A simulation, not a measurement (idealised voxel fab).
The process module presented herein is designated voxel transistor to metal.
For reference, the cross-section in this document is cut, with width 210 nm and square cells of 5 nm.
Reading order for cross-sections: top band down to bottom band. Underlying form: a grid of square cells. Band size: one or more rows of cells.
Band: top and bottom heights (nm) first, top before bottom; then materials from left to right, widths in nm. "everywhere" marks a sole material filling the band edge to edge. "empty" denotes empty space.
It should be noted that heights are counted from 0, beneath which the wafer as supplied is of one material throughout, and that the lowest band possesses no lower boundary but continues downward, as written in "0 -> down".
When a width is written as two numbers, as in "30 to 40", the first number is the width in the top row of cells of the band and the second is the width in its bottom row, and the width changes by the same amount from each row to the next.
It should be understood that the words "nothing was modified", when stated for a given step, signify that the cross-section underwent no change in any of its cells during that step.
"Sealed void list" enumerates empty spaces isolated from the top, with no open way to it, that contain at least 8 cells, giving each as width x height at distance from the left edge, all three in nm.
Read whatever lies past the settings on a step's line as the simulator's own remark about the step.
What "overlay nm" on a step's line means: if the step has a mask, that mask lay this far to the right of its planned place, or, when the value is negative, to the left.

The process steps that were planned are listed below
1: RECEIVE with material Si
2: OXIDIZE with depth nm 5
3: CONFORMAL_DEP with material SiN, thk nm 15
4: PATTERN with tone cover, mask id ACTIVE, material resist, width nm 115, thk nm 15, overlay nm 0
5: DIRECTIONAL_ETCH with etch materials SiN, depth nm 15
6: DIRECTIONAL_ETCH with etch materials SiO2, depth nm 5
7: DIRECTIONAL_ETCH with etch materials Si, depth nm 30
8: STRIP with etch materials resist
9: OXIDIZE with depth nm 5
10: FILL_DEP with material SiO2, thk nm 10
11: CMP with height nm 15
12: SELECTIVE_ETCH with etch materials SiO2, depth nm 10
13: STRIP with etch materials SiN
14: SELECTIVE_ETCH with etch materials SiO2, depth nm 5
15: OXIDIZE with depth nm 5
16: DIRECTIONAL_DEP with material polySi, thk nm 20
17: DIRECTIONAL_DEP with material SiCN, thk nm 15
18: DIRECTIONAL_DEP with material aC, thk nm 10
19: PATTERN with tone cover, mask id GATE, material resist, width nm 25, thk nm 25, overlay nm 0
20: DIRECTIONAL_ETCH with etch materials aC, depth nm 10
21: STRIP with etch materials resist
22: DIRECTIONAL_ETCH with etch materials SiCN, depth nm 25
23: DIRECTIONAL_ETCH with etch materials polySi, depth nm 30
24: STRIP with etch materials aC
25: CONFORMAL_DEP with material SiO2, thk nm 5
26: DIRECTIONAL_ETCH with etch materials SiO2, depth nm 5
27: CONFORMAL_DEP with material SiN, thk nm 5
28: DIRECTIONAL_ETCH with etch materials SiN, depth nm 5
29: DIRECTIONAL_ETCH with etch materials SiO2, depth nm 5
30: DIRECTIONAL_ETCH with etch materials Si, depth nm 5
31: EPI with material SiGe, thk nm 10
32: FILL_DEP with material SiO2, thk nm 5
33: CMP with height nm 30
34: DIRECTIONAL_DEP with material SiO2, thk nm 10
35: DIRECTIONAL_DEP with material aC, thk nm 10
36: PATTERN with tone open, mask id CONTACT, material resist, width nm 35, pitch nm 70, thk nm 30, overlay nm 0
37: DIRECTIONAL_ETCH with etch materials aC, depth nm 10
38: STRIP with etch materials resist
39: DIRECTIONAL_ETCH with etch materials SiO2, depth nm 45
40: STRIP with etch materials aC
41: CONFORMAL_DEP with material TiN, thk nm 5
42: FILL_DEP with material Ru, thk nm 5
43: CMP with height nm 40
44: DIRECTIONAL_DEP with material TiN, thk nm 5
45: DIRECTIONAL_DEP with material W, thk nm 15
46: MASKED_ETCH with tone cover, mask id METAL_1, width nm 20, pitch nm 85, etch materials W, depth nm 15, overlay nm 0
47: MASKED_ETCH with tone cover, mask id METAL_1, width nm 20, pitch nm 85, etch materials TiN, depth nm 5, overlay nm 0
48: CONFORMAL_DEP with material SiN, thk nm 5
49: FILL_DEP with material SiO2, thk nm 10
50: CMP with height nm 60
51: CONFORMAL_DEP with material SiCN, thk nm 5
52: DIRECTIONAL_DEP with material SiO2, thk nm 25
53: PATTERN with tone open, mask id METAL_2, material resist, width nm 20, pitch nm 85, thk nm 20, overlay nm 0
54: DIRECTIONAL_ETCH with etch materials SiO2, depth nm 15
55: STRIP with etch materials resist
56: PATTERN with tone open, mask id METAL_2_HOLES, material resist, width nm 15, pitch nm 85, thk nm 20, overlay nm 0
57: DIRECTIONAL_ETCH with etch materials SiO2, depth nm 10
58: DIRECTIONAL_ETCH with etch materials SiCN, depth nm 5
59: STRIP with etch materials resist
60: CONFORMAL_DEP with material TiN, thk nm 5
61: FILL_DEP with material Cu, thk nm 5
62: CMP with height nm 90
63: CONFORMAL_DEP with material SiN, thk nm 5

First of two wafers, processed according to plan

Cross-section of the wafer upon arrival, representing the state reached after step 1
    0 -> down: Si everywhere
    Sealed void list: none

Cross-section through the wafer, step 2 finished
    0 -> -5: SiO2 everywhere
    Unchanged below -5.

Cross-section through the wafer, step 3 finished
    15 -> 0: SiN everywhere
    Unchanged below 0.

Cross-section through the wafer, step 4 finished
    30 -> 15: 45 empty  115 resist  50 empty
    Unchanged below 15.

Cross-section through the wafer, step 5 finished
    30 -> 15: 45 empty  115 resist  50 empty
    15 -> 0: 45 empty  115 SiN  50 empty
    Unchanged below 0.

Cross-section through the wafer, step 6 finished
    30 -> 15: 45 empty  115 resist  50 empty
    15 -> 0: 45 empty  115 SiN  50 empty
    0 -> -5: 45 empty  115 SiO2  50 empty
    Unchanged below -5.

Cross-section through the wafer, step 7 finished
    30 -> 15: 45 empty  115 resist  50 empty
    15 -> 0: 45 empty  115 SiN  50 empty
    0 -> -5: 45 empty  115 SiO2  50 empty
    -5 -> -35: 45 empty  115 Si  50 empty
    Unchanged below -35.

Cross-section through the wafer, step 8 finished
    15 -> 0: 45 empty  115 SiN  50 empty
    Unchanged below 0.

Cross-section through the wafer, step 9 finished
    15 -> 0: 45 empty  115 SiN  50 empty
    0 -> -5: 45 empty  115 SiO2  50 empty
    -5 -> -35: 45 empty  5 SiO2  105 Si  5 SiO2  50 empty
    -35 -> -40: 50 SiO2  105 Si  55 SiO2
    Unchanged below -40.

Cross-section through the wafer, step 10 finished
    25 -> 15: SiO2 everywhere
    15 -> 0: 45 SiO2  115 SiN  50 SiO2
    0 -> -5: SiO2 everywhere
    -5 -> -40: 50 SiO2  105 Si  55 SiO2
    Unchanged below -40.

Cross-section through the wafer, step 11 finished
    15 -> 0: 45 SiO2  115 SiN  50 SiO2
    Unchanged below 0.

Cross-section through the wafer, step 12 finished
    15 -> 5: 45 empty  115 SiN  50 empty
    Unchanged below 5.

Cross-section through the wafer, step 13 finished
    5 -> 0: 45 SiO2  115 empty  50 SiO2
    Unchanged below 0.

Cross-section through the wafer, step 14 finished
    0 -> -5: 40 SiO2  125 empty  45 SiO2
    Unchanged below -5.

Cross-section through the wafer, step 15 finished
    0 -> -5: 40 SiO2  125 empty  45 SiO2
    -5 -> -10: SiO2 everywhere
    Unchanged below -10.

Cross-section through the wafer, step 16 finished
    20 -> 15: 40 polySi  125 empty  45 polySi
    15 -> 0: polySi everywhere
    0 -> -5: 40 SiO2  125 polySi  45 SiO2
    Unchanged below -5.

Cross-section through the wafer, step 17 finished
    35 -> 30: 40 SiCN  125 empty  45 SiCN
    30 -> 20: SiCN everywhere
    20 -> 15: 40 polySi  125 SiCN  45 polySi
    Unchanged below 15.

Cross-section through the wafer, step 18 finished
    45 -> 40: 40 aC  125 empty  45 aC
    40 -> 35: aC everywhere
    35 -> 30: 40 SiCN  125 aC  45 SiCN
    Unchanged below 30.

Cross-section through the wafer, step 19 finished
    70 -> 45: 90 empty  25 resist  95 empty
    45 -> 40: 40 aC  50 empty  25 resist  50 empty  45 aC
    Unchanged below 40.

Cross-section through the wafer, step 20 finished
    60 -> 40: 90 empty  25 resist  95 empty
    40 -> 35: 90 empty  25 aC  95 empty
    35 -> 30: 40 SiCN  50 empty  25 aC  50 empty  45 SiCN
    Unchanged below 30.

Cross-section through the wafer, step 21 finished
    40 -> 35: 90 empty  25 aC  95 empty
    Unchanged below 35.

Cross-section through the wafer, step 22 finished
    40 -> 30: 90 empty  25 aC  95 empty
    30 -> 20: 90 empty  25 SiCN  95 empty
    20 -> 15: 40 polySi  50 empty  25 SiCN  50 empty  45 polySi
    Unchanged below 15.

Cross-section through the wafer, step 23 finished
    40 -> 30: 90 empty  25 aC  95 empty
    30 -> 15: 90 empty  25 SiCN  95 empty
    15 -> 0: 90 empty  25 polySi  95 empty
    0 -> -5: 40 SiO2  50 empty  25 polySi  50 empty  45 SiO2
    Unchanged below -5.

Cross-section through the wafer, step 24 finished
    30 -> 15: 90 empty  25 SiCN  95 empty
    Unchanged below 15.

Cross-section through the wafer, step 25 finished
    35 -> 30: 85 empty  35 SiO2  90 empty
    30 -> 15: 85 empty  5 SiO2  25 SiCN  5 SiO2  90 empty
    15 -> 5: 85 empty  5 SiO2  25 polySi  5 SiO2  90 empty
    5 -> 0: 45 SiO2  40 empty  5 SiO2  25 polySi  5 SiO2  40 empty  50 SiO2
    0 -> -5: 90 SiO2  25 polySi  95 SiO2
    Unchanged below -5.

Cross-section through the wafer, step 26 finished
    30 -> 15: 85 empty  5 SiO2  25 SiCN  5 SiO2  90 empty
    15 -> 0: 85 empty  5 SiO2  25 polySi  5 SiO2  90 empty
    0 -> -5: 45 SiO2  40 empty  5 SiO2  25 polySi  5 SiO2  40 empty  50 SiO2
    Unchanged below -5.

Cross-section through the wafer, step 27 finished
    35 -> 30: 80 empty  45 SiN  85 empty
    30 -> 15: 80 empty  5 SiN  5 SiO2  25 SiCN  5 SiO2  5 SiN  85 empty
    15 -> 5: 80 empty  5 SiN  5 SiO2  25 polySi  5 SiO2  5 SiN  85 empty
    5 -> 0: 50 SiN  30 empty  5 SiN  5 SiO2  25 polySi  5 SiO2  5 SiN  30 empty  55 SiN
    0 -> -5: 45 SiO2  40 SiN  5 SiO2  25 polySi  5 SiO2  40 SiN  50 SiO2
    Unchanged below -5.

Cross-section through the wafer, step 28 finished
    30 -> 15: 80 empty  5 SiN  5 SiO2  25 SiCN  5 SiO2  5 SiN  85 empty
    15 -> 0: 80 empty  5 SiN  5 SiO2  25 polySi  5 SiO2  5 SiN  85 empty
    0 -> -5: 45 SiO2  5 SiN  30 empty  5 SiN  5 SiO2  25 polySi  5 SiO2  5 SiN  30 empty  5 SiN  50 SiO2
    Unchanged below -5.

Cross-section through the wafer, step 29 finished
    30 -> 25: 80 empty  5 SiN  5 empty  25 SiCN  5 empty  5 SiN  85 empty
    25 -> 15: 80 empty  5 SiN  5 SiO2  25 SiCN  5 SiO2  5 SiN  85 empty
    15 -> 0: 80 empty  5 SiN  5 SiO2  25 polySi  5 SiO2  5 SiN  85 empty
    0 -> -5: 45 empty  5 SiN  30 empty  5 SiN  5 SiO2  25 polySi  5 SiO2  5 SiN  30 empty  5 SiN  50 empty
    -5 -> -10: 50 SiO2  30 empty  45 SiO2  30 empty  55 SiO2
    Unchanged below -10.

Cross-section through the wafer, step 30 finished
    30 -> 25: 80 empty  5 SiN  5 empty  25 SiCN  5 empty  5 SiN  85 empty
    25 -> 15: 80 empty  5 SiN  5 SiO2  25 SiCN  5 SiO2  5 SiN  85 empty
    15 -> 0: 80 empty  5 SiN  5 SiO2  25 polySi  5 SiO2  5 SiN  85 empty
    0 -> -5: 45 empty  5 SiN  30 empty  5 SiN  5 SiO2  25 polySi  5 SiO2  5 SiN  30 empty  5 SiN  50 empty
    -5 -> -10: 50 SiO2  30 empty  45 SiO2  30 empty  55 SiO2
    -10 -> -15: 50 SiO2  30 empty  45 Si  30 empty  55 SiO2
    Unchanged below -15.

Cross-section through the wafer, step 31 finished
    30 -> 25: 80 empty  5 SiN  5 empty  25 SiCN  5 empty  5 SiN  85 empty
    25 -> 15: 80 empty  5 SiN  5 SiO2  25 SiCN  5 SiO2  5 SiN  85 empty
    15 -> 0: 80 empty  5 SiN  5 SiO2  25 polySi  5 SiO2  5 SiN  85 empty
    0 -> -5: 45 empty  5 SiN  20 empty  10 SiGe  5 SiN  5 SiO2  25 polySi  5 SiO2  5 SiN  10 SiGe  20 empty  5 SiN  50 empty
    -5 -> -10: 50 SiO2  30 SiGe  45 SiO2  30 SiGe  55 SiO2
    -10 -> -15: 50 SiO2  30 SiGe  45 Si  30 SiGe  55 SiO2
    Unchanged below -15.

Cross-section through the wafer, step 32 finished
    35 -> 30: SiO2 everywhere
    30 -> 15: 80 SiO2  5 SiN  5 SiO2  25 SiCN  5 SiO2  5 SiN  85 SiO2
    15 -> 0: 80 SiO2  5 SiN  5 SiO2  25 polySi  5 SiO2  5 SiN  85 SiO2
    0 -> -5: 45 SiO2  5 SiN  20 SiO2  10 SiGe  5 SiN  5 SiO2  25 polySi  5 SiO2  5 SiN  10 SiGe  20 SiO2  5 SiN  50 SiO2
    Unchanged below -5.

Cross-section through the wafer, step 33 finished
    30 -> 15: 80 SiO2  5 SiN  5 SiO2  25 SiCN  5 SiO2  5 SiN  85 SiO2
    Unchanged below 15.

Cross-section through the wafer, step 34 finished
    40 -> 30: SiO2 everywhere
    Unchanged below 30.

Cross-section through the wafer, step 35 finished
    50 -> 40: aC everywhere
    Unchanged below 40.

Cross-section through the wafer, step 36 finished
    80 -> 50: 50 resist  35 empty  35 resist  35 empty  55 resist
    Unchanged below 50.

Cross-section through the wafer, step 37 finished
    70 -> 50: 50 resist  35 empty  35 resist  35 empty  55 resist
    50 -> 40: 50 aC  35 empty  35 aC  35 empty  55 aC
    Unchanged below 40.

Cross-section through the wafer, step 38 finished
    50 -> 40: 50 aC  35 empty  35 aC  35 empty  55 aC
    Unchanged below 40.

Cross-section through the wafer, step 39 finished
    50 -> 40: 50 aC  35 empty  35 aC  35 empty  55 aC
    40 -> 30: 50 SiO2  35 empty  35 SiO2  35 empty  55 SiO2
    30 -> 15: 50 SiO2  30 empty  5 SiN  5 SiO2  25 SiCN  5 SiO2  5 SiN  30 empty  55 SiO2
    15 -> 0: 50 SiO2  30 empty  5 SiN  5 SiO2  25 polySi  5 SiO2  5 SiN  30 empty  55 SiO2
    0 -> -5: 45 SiO2  5 SiN  20 empty  10 SiGe  5 SiN  5 SiO2  25 polySi  5 SiO2  5 SiN  10 SiGe  20 empty  5 SiN  50 SiO2
    Unchanged below -5.

Cross-section through the wafer, step 40 finished
    40 -> 30: 50 SiO2  35 empty  35 SiO2  35 empty  55 SiO2
    Unchanged below 30.

Cross-section through the wafer, step 41 finished
    45 -> 40: 55 TiN  25 empty  45 TiN  25 empty  60 TiN
    40 -> 30: 50 SiO2  5 TiN  25 to 20 empty  5 to 10 TiN  35 SiO2  5 to 10 TiN  25 to 20 empty  5 TiN  55 SiO2
    30 -> 15: 50 SiO2  5 TiN  20 empty  5 TiN  5 SiN  5 SiO2  25 SiCN  5 SiO2  5 SiN  5 TiN  20 empty  5 TiN  55 SiO2
    15 -> 5: 50 SiO2  5 TiN  20 empty  5 TiN  5 SiN  5 SiO2  25 polySi  5 SiO2  5 SiN  5 TiN  20 empty  5 TiN  55 SiO2
    5 -> 0: 50 SiO2  5 TiN  10 empty  15 TiN  5 SiN  5 SiO2  25 polySi  5 SiO2  5 SiN  15 TiN  10 empty  5 TiN  55 SiO2
    0 -> -5: 45 SiO2  5 SiN  20 TiN  10 SiGe  5 SiN  5 SiO2  25 polySi  5 SiO2  5 SiN  10 SiGe  20 TiN  5 SiN  50 SiO2
    Unchanged below -5.

Cross-section through the wafer, step 42 finished
    50 -> 45: Ru everywhere
    45 -> 40: 55 TiN  25 Ru  45 TiN  25 Ru  60 TiN
    40 -> 30: 50 SiO2  5 TiN  25 to 20 Ru  5 to 10 TiN  35 SiO2  5 to 10 TiN  25 to 20 Ru  5 TiN  55 SiO2
    30 -> 15: 50 SiO2  5 TiN  20 Ru  5 TiN  5 SiN  5 SiO2  25 SiCN  5 SiO2  5 SiN  5 TiN  20 Ru  5 TiN  55 SiO2
    15 -> 5: 50 SiO2  5 TiN  20 Ru  5 TiN  5 SiN  5 SiO2  25 polySi  5 SiO2  5 SiN  5 TiN  20 Ru  5 TiN  55 SiO2
    5 -> 0: 50 SiO2  5 TiN  10 Ru  15 TiN  5 SiN  5 SiO2  25 polySi  5 SiO2  5 SiN  15 TiN  10 Ru  5 TiN  55 SiO2
    Unchanged below 0.

Cross-section through the wafer, step 43 finished
    40 -> 30: 50 SiO2  5 TiN  25 to 20 Ru  5 to 10 TiN  35 SiO2  5 to 10 TiN  25 to 20 Ru  5 TiN  55 SiO2
    Unchanged below 30.

Cross-section through the wafer, step 44 finished
    45 -> 40: TiN everywhere
    Unchanged below 40.

Cross-section through the wafer, step 45 finished
    60 -> 45: W everywhere
    Unchanged below 45.

Cross-section through the wafer, step 46 finished
    60 -> 45: 50 empty  20 W  65 empty  20 W  55 empty
    Unchanged below 45.

Cross-section through the wafer, step 47 finished
    60 -> 45: 50 empty  20 W  65 empty  20 W  55 empty
    45 -> 40: 50 empty  20 TiN  65 empty  20 TiN  55 empty
    Unchanged below 40.

Cross-section through the wafer, step 48 finished
    65 -> 60: 45 empty  30 SiN  55 empty  30 SiN  50 empty
    60 -> 45: 45 empty  5 SiN  20 W  5 SiN  55 empty  5 SiN  20 W  5 SiN  50 empty
    45 -> 40: 50 SiN  20 TiN  65 SiN  20 TiN  55 SiN
    Unchanged below 40.

Cross-section through the wafer, step 49 finished
    75 -> 65: SiO2 everywhere
    65 -> 60: 45 SiO2  30 SiN  55 SiO2  30 SiN  50 SiO2
    60 -> 45: 45 SiO2  5 SiN  20 W  5 SiN  55 SiO2  5 SiN  20 W  5 SiN  50 SiO2
    Unchanged below 45.

Cross-section through the wafer, step 50 finished
    60 -> 45: 45 SiO2  5 SiN  20 W  5 SiN  55 SiO2  5 SiN  20 W  5 SiN  50 SiO2
    Unchanged below 45.

Cross-section through the wafer, step 51 finished
    65 -> 60: SiCN everywhere
    Unchanged below 60.

Cross-section through the wafer, step 52 finished
    90 -> 65: SiO2 everywhere
    Unchanged below 65.

Cross-section through the wafer, step 53 finished
    110 -> 90: 50 resist  20 empty  65 resist  20 empty  55 resist
    Unchanged below 90.

Cross-section through the wafer, step 54 finished
    110 -> 90: 50 resist  20 empty  65 resist  20 empty  55 resist
    90 -> 75: 50 SiO2  20 empty  65 SiO2  20 empty  55 SiO2
    Unchanged below 75.

Cross-section through the wafer, step 55 finished
    90 -> 75: 50 SiO2  20 empty  65 SiO2  20 empty  55 SiO2
    Unchanged below 75.

Cross-section through the wafer, step 56 finished
    110 -> 90: 50 resist  15 empty  70 resist  15 empty  60 resist
    90 -> 75: 50 SiO2  15 empty  5 resist  65 SiO2  15 empty  5 resist  55 SiO2
    Unchanged below 75.

Cross-section through the wafer, step 57 finished
    110 -> 90: 50 resist  15 empty  70 resist  15 empty  60 resist
    90 -> 75: 50 SiO2  15 empty  5 resist  65 SiO2  15 empty  5 resist  55 SiO2
    75 -> 65: 50 SiO2  15 empty  70 SiO2  15 empty  60 SiO2
    Unchanged below 65.

Cross-section through the wafer, step 58 finished
    110 -> 90: 50 resist  15 empty  70 resist  15 empty  60 resist
    90 -> 75: 50 SiO2  15 empty  5 resist  65 SiO2  15 empty  5 resist  55 SiO2
    75 -> 65: 50 SiO2  15 empty  70 SiO2  15 empty  60 SiO2
    65 -> 60: 50 SiCN  15 empty  70 SiCN  15 empty  60 SiCN
    Unchanged below 60.

Cross-section through the wafer, step 59 finished
    90 -> 75: 50 SiO2  20 empty  65 SiO2  20 empty  55 SiO2
    Unchanged below 75.

Cross-section through the wafer, step 60 finished
    95 -> 90: 55 TiN  10 empty  75 TiN  10 empty  60 TiN
    90 -> 80: 50 SiO2  5 TiN  10 empty  5 TiN  65 SiO2  5 TiN  10 empty  5 TiN  55 SiO2
    80 -> 75: 50 SiO2  5 TiN  5 empty  10 TiN  65 SiO2  5 TiN  5 empty  10 TiN  55 SiO2
    75 -> 65: 50 SiO2  5 TiN  5 empty  5 TiN  70 SiO2  5 TiN  5 empty  5 TiN  60 SiO2
    65 -> 60: 50 SiCN  15 TiN  70 SiCN  15 TiN  60 SiCN
    Unchanged below 60.

Cross-section through the wafer, step 61 finished
    100 -> 95: Cu everywhere
    95 -> 90: 55 TiN  10 Cu  75 TiN  10 Cu  60 TiN
    90 -> 80: 50 SiO2  5 TiN  10 Cu  5 TiN  65 SiO2  5 TiN  10 Cu  5 TiN  55 SiO2
    80 -> 75: 50 SiO2  5 TiN  5 Cu  10 TiN  65 SiO2  5 TiN  5 Cu  10 TiN  55 SiO2
    75 -> 65: 50 SiO2  5 TiN  5 Cu  5 TiN  70 SiO2  5 TiN  5 Cu  5 TiN  60 SiO2
    Unchanged below 65.

Cross-section through the wafer, step 62 finished
    90 -> 80: 50 SiO2  5 TiN  10 Cu  5 TiN  65 SiO2  5 TiN  10 Cu  5 TiN  55 SiO2
    Unchanged below 80.

Cross-section through the wafer, step 63 finished
    95 -> 90: SiN everywhere
    Unchanged below 90.

Second wafer: same start and same plan as the first, one execution error; identical to the first through step 43

Planned end of step 44: second wafer, cross-section
    55 -> 40: TiN everywhere
    Unchanged below 40.

Planned end of step 45: second wafer, cross-section
    70 -> 55: W everywhere
    Unchanged below 55.

Planned end of step 46: second wafer, cross-section
    70 -> 55: 50 empty  20 W  65 empty  20 W  55 empty
    Unchanged below 55.

Planned end of step 47: second wafer, cross-section
    70 -> 55: 50 empty  20 W  65 empty  20 W  55 empty
    55 -> 50: 50 empty  20 TiN  65 empty  20 TiN  55 empty
    Unchanged below 50.

Planned end of step 48: second wafer, cross-section
    75 -> 70: 45 empty  30 SiN  55 empty  30 SiN  50 empty
    70 -> 55: 45 empty  5 SiN  20 W  5 SiN  55 empty  5 SiN  20 W  5 SiN  50 empty
    55 -> 50: 50 SiN  20 TiN  65 SiN  20 TiN  55 SiN
    Unchanged below 50.

Planned end of step 49: second wafer, cross-section
    85 -> 75: SiO2 everywhere
    75 -> 70: 45 SiO2  30 SiN  55 SiO2  30 SiN  50 SiO2
    70 -> 55: 45 SiO2  5 SiN  20 W  5 SiN  55 SiO2  5 SiN  20 W  5 SiN  50 SiO2
    Unchanged below 55.

Planned end of step 50: second wafer, cross-section
    60 -> 55: 45 SiO2  5 SiN  20 W  5 SiN  55 SiO2  5 SiN  20 W  5 SiN  50 SiO2
    Unchanged below 55.

Planned end of step 51: second wafer, cross-section
    65 -> 60: SiCN everywhere
    Unchanged below 60.

Planned end of step 52: second wafer, cross-section
    90 -> 65: SiO2 everywhere
    Unchanged below 65.

Planned end of step 53: second wafer, cross-section
    110 -> 90: 50 resist  20 empty  65 resist  20 empty  55 resist
    Unchanged below 90.

Planned end of step 54: second wafer, cross-section
    110 -> 90: 50 resist  20 empty  65 resist  20 empty  55 resist
    90 -> 75: 50 SiO2  20 empty  65 SiO2  20 empty  55 SiO2
    Unchanged below 75.

Planned end of step 55: second wafer, cross-section
    90 -> 75: 50 SiO2  20 empty  65 SiO2  20 empty  55 SiO2
    Unchanged below 75.

Planned end of step 56: second wafer, cross-section
    110 -> 90: 50 resist  15 empty  70 resist  15 empty  60 resist
    90 -> 75: 50 SiO2  15 empty  5 resist  65 SiO2  15 empty  5 resist  55 SiO2
    Unchanged below 75.

Planned end of step 57: second wafer, cross-section
    110 -> 90: 50 resist  15 empty  70 resist  15 empty  60 resist
    90 -> 75: 50 SiO2  15 empty  5 resist  65 SiO2  15 empty  5 resist  55 SiO2
    75 -> 65: 50 SiO2  15 empty  70 SiO2  15 empty  60 SiO2
    Unchanged below 65.

Planned end of step 58: second wafer, cross-section
    110 -> 90: 50 resist  15 empty  70 resist  15 empty  60 resist
    90 -> 75: 50 SiO2  15 empty  5 resist  65 SiO2  15 empty  5 resist  55 SiO2
    75 -> 65: 50 SiO2  15 empty  70 SiO2  15 empty  60 SiO2
    65 -> 60: 50 SiCN  15 empty  70 SiCN  15 empty  60 SiCN
    Unchanged below 60.

Planned end of step 59: second wafer, cross-section
    90 -> 75: 50 SiO2  20 empty  65 SiO2  20 empty  55 SiO2
    Unchanged below 75.

Planned end of step 60: second wafer, cross-section
    95 -> 90: 55 TiN  10 empty  75 TiN  10 empty  60 TiN
    90 -> 80: 50 SiO2  5 TiN  10 empty  5 TiN  65 SiO2  5 TiN  10 empty  5 TiN  55 SiO2
    80 -> 75: 50 SiO2  5 TiN  5 empty  10 TiN  65 SiO2  5 TiN  5 empty  10 TiN  55 SiO2
    75 -> 65: 50 SiO2  5 TiN  5 empty  5 TiN  70 SiO2  5 TiN  5 empty  5 TiN  60 SiO2
    65 -> 60: 50 SiCN  15 TiN  70 SiCN  15 TiN  60 SiCN
    Unchanged below 60.

Planned end of step 61: second wafer, cross-section
    100 -> 95: Cu everywhere
    95 -> 90: 55 TiN  10 Cu  75 TiN  10 Cu  60 TiN
    90 -> 80: 50 SiO2  5 TiN  10 Cu  5 TiN  65 SiO2  5 TiN  10 Cu  5 TiN  55 SiO2
    80 -> 75: 50 SiO2  5 TiN  5 Cu  10 TiN  65 SiO2  5 TiN  5 Cu  10 TiN  55 SiO2
    75 -> 65: 50 SiO2  5 TiN  5 Cu  5 TiN  70 SiO2  5 TiN  5 Cu  5 TiN  60 SiO2
    Unchanged below 65.

Planned end of step 62: second wafer, cross-section
    90 -> 80: 50 SiO2  5 TiN  10 Cu  5 TiN  65 SiO2  5 TiN  10 Cu  5 TiN  55 SiO2
    Unchanged below 80.

Planned end of step 63: second wafer, cross-section
    95 -> 90: SiN everywhere
    Unchanged below 90.
Here's what went sideways: step 44 off recipe, ran as DIRECTIONAL_DEP with material TiN, thk nm 15
Counted in cells at the end, the second wafer holds more or fewer of these materials than the first: 8 fewer of SiN, 60 fewer of SiO2, 84 more of TiN, 16 fewer of W
